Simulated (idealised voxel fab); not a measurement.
The process module presented herein is designated voxel wiring stack.
230 nm wide, 5 nm square cells: that's cross-section cut.
This document writes a cross-section as a grid whose cells are square, and gives it as bands, listed from the top down; one or more rows of cells form a band.
Basically the band line says how high the top is and how high the bottom is, in nm, and then what's in it from left to right, every material with its width in nm. Empty space shows up as "air", and if a single material carries "everywhere" it runs the full band edge to edge.
Where do heights start? At 0: under that level the wafer as delivered is made of one material only. And the lowest band has no floor; it just carries on downward, as in "0 nm and below".
A two-number width, for instance "30 to 40", indicates that the width is equal to the first number in the top row of the band and to the second number in the bottom row, and that it changes by a constant amount per row of cells.
"left unchanged" (step): cross-section cells unchanged, all of them.
"Closed void inventory": empty spaces of 8 cells or more with no open way to the top, each given as width x height at distance, distance from the left edge, all in nm.
Note: text after step settings on the step line = simulator remark on that step.
A step line may carry the setting "overlay nm", which, for steps involving a mask, states the distance by which the mask lay to the right of its intended position; negative values denote displacement to the left.

Process steps foreseen in the plan
1) RECEIVE,material Si
2) CONFORMAL_DEP,material SiO2,thk nm 10
3) CONFORMAL_DEP,material SiCN,thk nm 5
4) DIRECTIONAL_DEP,material SiO2,thk nm 15
5) MASKED_ETCH,tone open,mask id METAL_1,width nm 20,pitch nm 35,etch materials SiO2,depth nm 15,overlay nm 0
6) MASKED_ETCH,tone open,mask id METAL_1,width nm 20,pitch nm 35,etch materials SiCN,depth nm 5,overlay nm 0
7) CONFORMAL_DEP,material TiN,thk nm 5
8) FILL_DEP,material W,thk nm 5
9) CMP,height nm 30
10) EPI,material Ru,thk nm 5
11) FILL_DEP,material SiCN,thk nm 5
12) DIRECTIONAL_DEP,material lowk,thk nm 20
13) MASKED_ETCH,tone open,mask id PLUG_1,width nm 15,pitch nm 35,etch materials lowk,depth nm 20,overlay nm 0
14) MASKED_ETCH,tone open,mask id PLUG_1,width nm 15,pitch nm 35,etch materials SiCN,depth nm 5,overlay nm 0
15) CONFORMAL_DEP,material TiN,thk nm 5
16) FILL_DEP,material Cu,thk nm 10
17) CMP,height nm 60
18) DIRECTIONAL_DEP,material TiN,thk nm 5
19) DIRECTIONAL_DEP,material W,thk nm 20
20) PATTERN,tone cover,mask id METAL_2,material resist,width nm 20,pitch nm 35,thk nm 15,overlay nm 0
21) DIRECTIONAL_ETCH,etch materials W,depth nm 20
22) DIRECTIONAL_ETCH,etch materials TiN,depth nm 5
23) STRIP,etch materials resist
24) FILL_DEP,material lowk,thk nm 10
25) CMP,height nm 85
26) CONFORMAL_DEP,material SiCN,thk nm 5
27) DIRECTIONAL_DEP,material SiO2,thk nm 30
28) DIRECTIONAL_DEP,material aC,thk nm 10
29) PATTERN,tone open,mask id METAL_3_HOLES,material resist,width nm 15,pitch nm 70,thk nm 25,overlay nm 0
30) DIRECTIONAL_ETCH,etch materials aC,depth nm 10
31) STRIP,etch materials resist
32) DIRECTIONAL_ETCH,etch materials SiO2,depth nm 30
33) STRIP,etch materials aC
34) PATTERN,tone open,mask id METAL_3,material resist,width nm 20,pitch nm 35,thk nm 20,overlay nm 0
35) DIRECTIONAL_ETCH,etch materials SiO2,depth nm 15
36) DIRECTIONAL_ETCH,etch materials SiCN,depth nm 5
37) STRIP,etch materials resist
38) CONFORMAL_DEP,material TiN,thk nm 5
39) FILL_DEP,material Cu,thk nm 5
40) CMP,height nm 120
41) CONFORMAL_DEP,material SiCN,thk nm 5

Below: the first of two wafers, run as planned

Delivered wafer in cross-section: state after step 1
* 0 nm and below = Si everywhere
* Closed void inventory: none

Take a look at the wafer's cross-section after step 2
* 10 nm to 0 nm = SiO2 everywhere
* Nothing below the height 0 has changed.

Take a look at the wafer's cross-section after step 3
* 15 nm to 10 nm = SiCN everywhere
* Nothing below the height 10 has changed.

Take a look at the wafer's cross-section after step 4
* 30 nm to 15 nm = SiO2 everywhere
* Nothing below the height 15 has changed.

Take a look at the wafer's cross-section after step 5
* 30 nm to 15 nm = SiO2=50; air=20; SiO2=15; air=20; SiO2=15; air=20; SiO2=15; air=20; SiO2=55
* Nothing below the height 15 has changed.

Take a look at the wafer's cross-section after step 6
* 30 nm to 15 nm = SiO2=50; air=20; SiO2=15; air=20; SiO2=15; air=20; SiO2=15; air=20; SiO2=55
* 15 nm to 10 nm = SiCN=50; air=20; SiCN=15; air=20; SiCN=15; air=20; SiCN=15; air=20; SiCN=55
* Nothing below the height 10 has changed.

Take a look at the wafer's cross-section after step 7
* 35 nm to 30 nm = TiN=55; air=10; TiN=25; air=10; TiN=25; air=10; TiN=25; air=10; TiN=60
* 30 nm to 15 nm = SiO2=50; TiN=5; air=10; TiN=5; SiO2=15; TiN=5; air=10; TiN=5; SiO2=15; TiN=5; air=10; TiN=5; SiO2=15; TiN=5; air=10; TiN=5; SiO2=55
* 15 nm to 10 nm = SiCN=50; TiN=20; SiCN=15; TiN=20; SiCN=15; TiN=20; SiCN=15; TiN=20; SiCN=55
* Nothing below the height 10 has changed.

Take a look at the wafer's cross-section after step 8
* 40 nm to 35 nm = W everywhere
* 35 nm to 30 nm = TiN=55; W=10; TiN=25; W=10; TiN=25; W=10; TiN=25; W=10; TiN=60
* 30 nm to 15 nm = SiO2=50; TiN=5; W=10; TiN=5; SiO2=15; TiN=5; W=10; TiN=5; SiO2=15; TiN=5; W=10; TiN=5; SiO2=15; TiN=5; W=10; TiN=5; SiO2=55
* Nothing below the height 15 has changed.

Take a look at the wafer's cross-section after step 9
* 30 nm to 15 nm = SiO2=50; TiN=5; W=10; TiN=5; SiO2=15; TiN=5; W=10; TiN=5; SiO2=15; TiN=5; W=10; TiN=5; SiO2=15; TiN=5; W=10; TiN=5; SiO2=55
* Nothing below the height 15 has changed.

Take a look at the wafer's cross-section after step 10
* 35 nm to 30 nm = air=45; Ru=30; air=5; Ru=30; air=5; Ru=30; air=5; Ru=30; air=50
* Nothing below the height 30 has changed.

Take a look at the wafer's cross-section after step 11
* 40 nm to 35 nm = SiCN everywhere
* 35 nm to 30 nm = SiCN=45; Ru=30; SiCN=5; Ru=30; SiCN=5; Ru=30; SiCN=5; Ru=30; SiCN=50
* Nothing below the height 30 has changed.

Take a look at the wafer's cross-section after step 12
* 60 nm to 40 nm = lowk everywhere
* Nothing below the height 40 has changed.

Take a look at the wafer's cross-section after step 13
* 60 nm to 40 nm = lowk=50; air=15; lowk=20; air=15; lowk=20; air=15; lowk=20; air=15; lowk=60
* Nothing below the height 40 has changed.

Take a look at the wafer's cross-section after step 14
* 60 nm to 40 nm = lowk=50; air=15; lowk=20; air=15; lowk=20; air=15; lowk=20; air=15; lowk=60
* 40 nm to 35 nm = SiCN=50; air=15; SiCN=20; air=15; SiCN=20; air=15; SiCN=20; air=15; SiCN=60
* Nothing below the height 35 has changed.

Take a look at the wafer's cross-section after step 15
* 65 nm to 60 nm = TiN=55; air=5; TiN=30; air=5; TiN=30; air=5; TiN=30; air=5; TiN=65
* 60 nm to 40 nm = lowk=50; TiN=5; air=5; TiN=5; lowk=20; TiN=5; air=5; TiN=5; lowk=20; TiN=5; air=5; TiN=5; lowk=20; TiN=5; air=5; TiN=5; lowk=60
* 40 nm to 35 nm = SiCN=50; TiN=15; SiCN=20; TiN=15; SiCN=20; TiN=15; SiCN=20; TiN=15; SiCN=60
* Nothing below the height 35 has changed.

Take a look at the wafer's cross-section after step 16
* 75 nm to 65 nm = Cu everywhere
* 65 nm to 60 nm = TiN=55; Cu=5; TiN=30; Cu=5; TiN=30; Cu=5; TiN=30; Cu=5; TiN=65
* 60 nm to 40 nm = lowk=50; TiN=5; Cu=5; TiN=5; lowk=20; TiN=5; Cu=5; TiN=5; lowk=20; TiN=5; Cu=5; TiN=5; lowk=20; TiN=5; Cu=5; TiN=5; lowk=60
* Nothing below the height 40 has changed.

Take a look at the wafer's cross-section after step 17
* 60 nm to 40 nm = lowk=50; TiN=5; Cu=5; TiN=5; lowk=20; TiN=5; Cu=5; TiN=5; lowk=20; TiN=5; Cu=5; TiN=5; lowk=20; TiN=5; Cu=5; TiN=5; lowk=60
* Nothing below the height 40 has changed.

Take a look at the wafer's cross-section after step 18
* 65 nm to 60 nm = TiN everywhere
* Nothing below the height 60 has changed.

Take a look at the wafer's cross-section after step 19
* 85 nm to 65 nm = W everywhere
* Nothing below the height 65 has changed.

Take a look at the wafer's cross-section after step 20
* 100 nm to 85 nm = air=50; resist=20; air=15; resist=20; air=15; resist=20; air=15; resist=20; air=55
* Nothing below the height 85 has changed.

Take a look at the wafer's cross-section after step 21
* 100 nm to 85 nm = air=50; resist=20; air=15; resist=20; air=15; resist=20; air=15; resist=20; air=55
* 85 nm to 65 nm = air=50; W=20; air=15; W=20; air=15; W=20; air=15; W=20; air=55
* Nothing below the height 65 has changed.

Take a look at the wafer's cross-section after step 22
* 100 nm to 85 nm = air=50; resist=20; air=15; resist=20; air=15; resist=20; air=15; resist=20; air=55
* 85 nm to 65 nm = air=50; W=20; air=15; W=20; air=15; W=20; air=15; W=20; air=55
* 65 nm to 60 nm = air=50; TiN=20; air=15; TiN=20; air=15; TiN=20; air=15; TiN=20; air=55
* Nothing below the height 60 has changed.

Take a look at the wafer's cross-section after step 23
* 85 nm to 65 nm = air=50; W=20; air=15; W=20; air=15; W=20; air=15; W=20; air=55
* Nothing below the height 65 has changed.

Take a look at the wafer's cross-section after step 24
* 95 nm to 85 nm = lowk everywhere
* 85 nm to 65 nm = lowk=50; W=20; lowk=15; W=20; lowk=15; W=20; lowk=15; W=20; lowk=55
* 65 nm to 60 nm = lowk=50; TiN=20; lowk=15; TiN=20; lowk=15; TiN=20; lowk=15; TiN=20; lowk=55
* Nothing below the height 60 has changed.

Take a look at the wafer's cross-section after step 25
* 85 nm to 65 nm = lowk=50; W=20; lowk=15; W=20; lowk=15; W=20; lowk=15; W=20; lowk=55
* Nothing below the height 65 has changed.

Take a look at the wafer's cross-section after step 26
* 90 nm to 85 nm = SiCN everywhere
* Nothing below the height 85 has changed.

Take a look at the wafer's cross-section after step 27
* 120 nm to 90 nm = SiO2 everywhere
* Nothing below the height 90 has changed.

Take a look at the wafer's cross-section after step 28
* 130 nm to 120 nm = aC everywhere
* Nothing below the height 120 has changed.

Take a look at the wafer's cross-section after step 29
* 155 nm to 130 nm = resist=50; air=15; resist=55; air=15; resist=95
* Nothing below the height 130 has changed.

Take a look at the wafer's cross-section after step 30
* 145 nm to 130 nm = resist=50; air=15; resist=55; air=15; resist=95
* 130 nm to 120 nm = aC=50; air=15; aC=55; air=15; aC=95
* Nothing below the height 120 has changed.

Take a look at the wafer's cross-section after step 31
* 130 nm to 120 nm = aC=50; air=15; aC=55; air=15; aC=95
* Nothing below the height 120 has changed.

Take a look at the wafer's cross-section after step 32
* 130 nm to 120 nm = aC=50; air=15; aC=55; air=15; aC=95
* 120 nm to 90 nm = SiO2=50; air=15; SiO2=55; air=15; SiO2=95
* Nothing below the height 90 has changed.

Take a look at the wafer's cross-section after step 33
* 120 nm to 90 nm = SiO2=50; air=15; SiO2=55; air=15; SiO2=95
* Nothing below the height 90 has changed.

Take a look at the wafer's cross-section after step 34
* 140 nm to 120 nm = resist=50; air=20; resist=15; air=20; resist=15; air=20; resist=15; air=20; resist=55
* Nothing below the height 120 has changed.

Take a look at the wafer's cross-section after step 35
* 140 nm to 120 nm = resist=50; air=20; resist=15; air=20; resist=15; air=20; resist=15; air=20; resist=55
* 120 nm to 105 nm = SiO2=50; air=20; SiO2=15; air=20; SiO2=15; air=20; SiO2=15; air=20; SiO2=55
* Nothing below the height 105 has changed.

Take a look at the wafer's cross-section after step 36
* 140 nm to 120 nm = resist=50; air=20; resist=15; air=20; resist=15; air=20; resist=15; air=20; resist=55
* 120 nm to 105 nm = SiO2=50; air=20; SiO2=15; air=20; SiO2=15; air=20; SiO2=15; air=20; SiO2=55
* 105 nm to 90 nm = SiO2=50; air=15; SiO2=55; air=15; SiO2=95
* 90 nm to 85 nm = SiCN=50; air=15; SiCN=55; air=15; SiCN=95
* Nothing below the height 85 has changed.

Take a look at the wafer's cross-section after step 37
* 120 nm to 105 nm = SiO2=50; air=20; SiO2=15; air=20; SiO2=15; air=20; SiO2=15; air=20; SiO2=55
* Nothing below the height 105 has changed.

Take a look at the wafer's cross-section after step 38
* 125 nm to 120 nm = TiN=55; air=10; TiN=25; air=10; TiN=25; air=10; TiN=25; air=10; TiN=60
* 120 nm to 110 nm = SiO2=50; TiN=5; air=10; TiN=5; SiO2=15; TiN=5; air=10; TiN=5; SiO2=15; TiN=5; air=10; TiN=5; SiO2=15; TiN=5; air=10; TiN=5; SiO2=55
* 110 nm to 105 nm = SiO2=50; TiN=5; air=5; TiN=10; SiO2=15; TiN=20; SiO2=15; TiN=5; air=5; TiN=10; SiO2=15; TiN=20; SiO2=55
* 105 nm to 90 nm = SiO2=50; TiN=5; air=5; TiN=5; SiO2=55; TiN=5; air=5; TiN=5; SiO2=95
* 90 nm to 85 nm = SiCN=50; TiN=15; SiCN=55; TiN=15; SiCN=95
* Nothing below the height 85 has changed.

Take a look at the wafer's cross-section after step 39
* 130 nm to 125 nm = Cu everywhere
* 125 nm to 120 nm = TiN=55; Cu=10; TiN=25; Cu=10; TiN=25; Cu=10; TiN=25; Cu=10; TiN=60
* 120 nm to 110 nm = SiO2=50; TiN=5; Cu=10; TiN=5; SiO2=15; TiN=5; Cu=10; TiN=5; SiO2=15; TiN=5; Cu=10; TiN=5; SiO2=15; TiN=5; Cu=10; TiN=5; SiO2=55
* 110 nm to 105 nm = SiO2=50; TiN=5; Cu=5; TiN=10; SiO2=15; TiN=20; SiO2=15; TiN=5; Cu=5; TiN=10; SiO2=15; TiN=20; SiO2=55
* 105 nm to 90 nm = SiO2=50; TiN=5; Cu=5; TiN=5; SiO2=55; TiN=5; Cu=5; TiN=5; SiO2=95
* Nothing below the height 90 has changed.

Take a look at the wafer's cross-section after step 40
* 120 nm to 110 nm = SiO2=50; TiN=5; Cu=10; TiN=5; SiO2=15; TiN=5; Cu=10; TiN=5; SiO2=15; TiN=5; Cu=10; TiN=5; SiO2=15; TiN=5; Cu=10; TiN=5; SiO2=55
* Nothing below the height 110 has changed.

Take a look at the wafer's cross-section after step 41
* 125 nm to 120 nm = SiCN everywhere
* Nothing below the height 120 has changed.

Now the other wafer: same start, same recipe, but we messed up one thing when running it. Up to and including step 12 it's the same as the first one

Second wafer: cross-section at the scheduled end of step 13
* 60 nm to 40 nm = lowk=50; air=20; lowk=15; air=20; lowk=15; air=20; lowk=15; air=20; lowk=55
* Nothing below the height 40 has changed.

Second wafer: cross-section at the scheduled end of step 14
* 60 nm to 40 nm = lowk=50; air=20; lowk=15; air=20; lowk=15; air=20; lowk=15; air=20; lowk=55
* 40 nm to 35 nm = SiCN=50; air=15; SiCN=20; air=15; SiCN=20; air=15; SiCN=20; air=15; SiCN=60
* Nothing below the height 35 has changed.

Second wafer: cross-section at the scheduled end of step 15
* 65 nm to 60 nm = TiN=55; air=10; TiN=25; air=10; TiN=25; air=10; TiN=25; air=10; TiN=60
* 60 nm to 45 nm = lowk=50; TiN=5; air=10; TiN=5; lowk=15; TiN=5; air=10; TiN=5; lowk=15; TiN=5; air=10; TiN=5; lowk=15; TiN=5; air=10; TiN=5; lowk=55
* 45 nm to 40 nm = lowk=50; TiN=5; air=5; TiN=10; lowk=15; TiN=5; air=5; TiN=10; lowk=15; TiN=5; air=5; TiN=10; lowk=15; TiN=5; air=5; TiN=10; lowk=55
* 40 nm to 35 nm = SiCN=50; TiN=15; SiCN=20; TiN=15; SiCN=20; TiN=15; SiCN=20; TiN=15; SiCN=60
* Nothing below the height 35 has changed.

Second wafer: cross-section at the scheduled end of step 16
* 75 nm to 65 nm = Cu everywhere
* 65 nm to 60 nm = TiN=55; Cu=10; TiN=25; Cu=10; TiN=25; Cu=10; TiN=25; Cu=10; TiN=60
* 60 nm to 45 nm = lowk=50; TiN=5; Cu=10; TiN=5; lowk=15; TiN=5; Cu=10; TiN=5; lowk=15; TiN=5; Cu=10; TiN=5; lowk=15; TiN=5; Cu=10; TiN=5; lowk=55
* 45 nm to 40 nm = lowk=50; TiN=5; Cu=5; TiN=10; lowk=15; TiN=5; Cu=5; TiN=10; lowk=15; TiN=5; Cu=5; TiN=10; lowk=15; TiN=5; Cu=5; TiN=10; lowk=55
* Nothing below the height 40 has changed.

Second wafer: cross-section at the scheduled end of step 17
* 60 nm to 45 nm = lowk=50; TiN=5; Cu=10; TiN=5; lowk=15; TiN=5; Cu=10; TiN=5; lowk=15; TiN=5; Cu=10; TiN=5; lowk=15; TiN=5; Cu=10; TiN=5; lowk=55
* Nothing below the height 45 has changed.

Second wafer: cross-section at the scheduled end of step 18
* 65 nm to 60 nm = TiN everywhere
* Nothing below the height 60 has changed.

Second wafer: cross-section at the scheduled end of step 19
* 85 nm to 65 nm = W everywhere
* Nothing below the height 65 has changed.

Second wafer: cross-section at the scheduled end of step 20
* 100 nm to 85 nm = air=50; resist=20; air=15; resist=20; air=15; resist=20; air=15; resist=20; air=55
* Nothing below the height 85 has changed.

Second wafer: cross-section at the scheduled end of step 21
* 100 nm to 85 nm = air=50; resist=20; air=15; resist=20; air=15; resist=20; air=15; resist=20; air=55
* 85 nm to 65 nm = air=50; W=20; air=15; W=20; air=15; W=20; air=15; W=20; air=55
* Nothing below the height 65 has changed.

Second wafer: cross-section at the scheduled end of step 22
* 100 nm to 85 nm = air=50; resist=20; air=15; resist=20; air=15; resist=20; air=15; resist=20; air=55
* 85 nm to 65 nm = air=50; W=20; air=15; W=20; air=15; W=20; air=15; W=20; air=55
* 65 nm to 60 nm = air=50; TiN=20; air=15; TiN=20; air=15; TiN=20; air=15; TiN=20; air=55
* Nothing below the height 60 has changed.

Second wafer: cross-section at the scheduled end of step 23
* 85 nm to 65 nm = air=50; W=20; air=15; W=20; air=15; W=20; air=15; W=20; air=55
* Nothing below the height 65 has changed.

Second wafer: cross-section at the scheduled end of step 24
* 95 nm to 85 nm = lowk everywhere
* 85 nm to 65 nm = lowk=50; W=20; lowk=15; W=20; lowk=15; W=20; lowk=15; W=20; lowk=55
* 65 nm to 60 nm = lowk=50; TiN=20; lowk=15; TiN=20; lowk=15; TiN=20; lowk=15; TiN=20; lowk=55
* Nothing below the height 60 has changed.

Second wafer: cross-section at the scheduled end of step 25
* 85 nm to 65 nm = lowk=50; W=20; lowk=15; W=20; lowk=15; W=20; lowk=15; W=20; lowk=55
* Nothing below the height 65 has changed.

Second wafer: cross-section at the scheduled end of step 26
* 90 nm to 85 nm = SiCN everywhere
* Nothing below the height 85 has changed.

Second wafer: cross-section at the scheduled end of step 27
* 120 nm to 90 nm = SiO2 everywhere
* Nothing below the height 90 has changed.

Second wafer: cross-section at the scheduled end of step 28
* 130 nm to 120 nm = aC everywhere
* Nothing below the height 120 has changed.

Second wafer: cross-section at the scheduled end of step 29
* 155 nm to 130 nm = resist=50; air=15; resist=55; air=15; resist=95
* Nothing below the height 130 has changed.

Second wafer: cross-section at the scheduled end of step 30
* 145 nm to 130 nm = resist=50; air=15; resist=55; air=15; resist=95
* 130 nm to 120 nm = aC=50; air=15; aC=55; air=15; aC=95
* Nothing below the height 120 has changed.

Second wafer: cross-section at the scheduled end of step 31
* 130 nm to 120 nm = aC=50; air=15; aC=55; air=15; aC=95
* Nothing below the height 120 has changed.

Second wafer: cross-section at the scheduled end of step 32
* 130 nm to 120 nm = aC=50; air=15; aC=55; air=15; aC=95
* 120 nm to 90 nm = SiO2=50; air=15; SiO2=55; air=15; SiO2=95
* Nothing below the height 90 has changed.

Second wafer: cross-section at the scheduled end of step 33
* 120 nm to 90 nm = SiO2=50; air=15; SiO2=55; air=15; SiO2=95
* Nothing below the height 90 has changed.

Second wafer: cross-section at the scheduled end of step 34
* 140 nm to 120 nm = resist=50; air=20; resist=15; air=20; resist=15; air=20; resist=15; air=20; resist=55
* Nothing below the height 120 has changed.

Second wafer: cross-section at the scheduled end of step 35
* 140 nm to 120 nm = resist=50; air=20; resist=15; air=20; resist=15; air=20; resist=15; air=20; resist=55
* 120 nm to 105 nm = SiO2=50; air=20; SiO2=15; air=20; SiO2=15; air=20; SiO2=15; air=20; SiO2=55
* Nothing below the height 105 has changed.

Second wafer: cross-section at the scheduled end of step 36
* 140 nm to 120 nm = resist=50; air=20; resist=15; air=20; resist=15; air=20; resist=15; air=20; resist=55
* 120 nm to 105 nm = SiO2=50; air=20; SiO2=15; air=20; SiO2=15; air=20; SiO2=15; air=20; SiO2=55
* 105 nm to 90 nm = SiO2=50; air=15; SiO2=55; air=15; SiO2=95
* 90 nm to 85 nm = SiCN=50; air=15; SiCN=55; air=15; SiCN=95
* Nothing below the height 85 has changed.

Second wafer: cross-section at the scheduled end of step 37
* 120 nm to 105 nm = SiO2=50; air=20; SiO2=15; air=20; SiO2=15; air=20; SiO2=15; air=20; SiO2=55
* Nothing below the height 105 has changed.

Second wafer: cross-section at the scheduled end of step 38
* 125 nm to 120 nm = TiN=55; air=10; TiN=25; air=10; TiN=25; air=10; TiN=25; air=10; TiN=60
* 120 nm to 110 nm = SiO2=50; TiN=5; air=10; TiN=5; SiO2=15; TiN=5; air=10; TiN=5; SiO2=15; TiN=5; air=10; TiN=5; SiO2=15; TiN=5; air=10; TiN=5; SiO2=55
* 110 nm to 105 nm = SiO2=50; TiN=5; air=5; TiN=10; SiO2=15; TiN=20; SiO2=15; TiN=5; air=5; TiN=10; SiO2=15; TiN=20; SiO2=55
* 105 nm to 90 nm = SiO2=50; TiN=5; air=5; TiN=5; SiO2=55; TiN=5; air=5; TiN=5; SiO2=95
* 90 nm to 85 nm = SiCN=50; TiN=15; SiCN=55; TiN=15; SiCN=95
* Nothing below the height 85 has changed.

Second wafer: cross-section at the scheduled end of step 39
* 130 nm to 125 nm = Cu everywhere
* 125 nm to 120 nm = TiN=55; Cu=10; TiN=25; Cu=10; TiN=25; Cu=10; TiN=25; Cu=10; TiN=60
* 120 nm to 110 nm = SiO2=50; TiN=5; Cu=10; TiN=5; SiO2=15; TiN=5; Cu=10; TiN=5; SiO2=15; TiN=5; Cu=10; TiN=5; SiO2=15; TiN=5; Cu=10; TiN=5; SiO2=55
* 110 nm to 105 nm = SiO2=50; TiN=5; Cu=5; TiN=10; SiO2=15; TiN=20; SiO2=15; TiN=5; Cu=5; TiN=10; SiO2=15; TiN=20; SiO2=55
* 105 nm to 90 nm = SiO2=50; TiN=5; Cu=5; TiN=5; SiO2=55; TiN=5; Cu=5; TiN=5; SiO2=95
* Nothing below the height 90 has changed.

Second wafer: cross-section at the scheduled end of step 40
* 120 nm to 110 nm = SiO2=50; TiN=5; Cu=10; TiN=5; SiO2=15; TiN=5; Cu=10; TiN=5; SiO2=15; TiN=5; Cu=10; TiN=5; SiO2=15; TiN=5; Cu=10; TiN=5; SiO2=55
* Nothing below the height 110 has changed.

Second wafer: cross-section at the scheduled end of step 41
* 125 nm to 120 nm = SiCN everywhere
* Nothing below the height 120 has changed.
It is concluded that the wafer was processed incorrectly with respect to the plan, in that off-plan run, step 13, actual operation and settings MASKED_ETCH,tone open,mask id PLUG_1,width nm 20,pitch nm 35,etch materials lowk,depth nm 20,overlay nm 0
Final comparison by cell count, materials where the second wafer has more or fewer than the first: +12 Cu | +4 TiN | -16 lowk
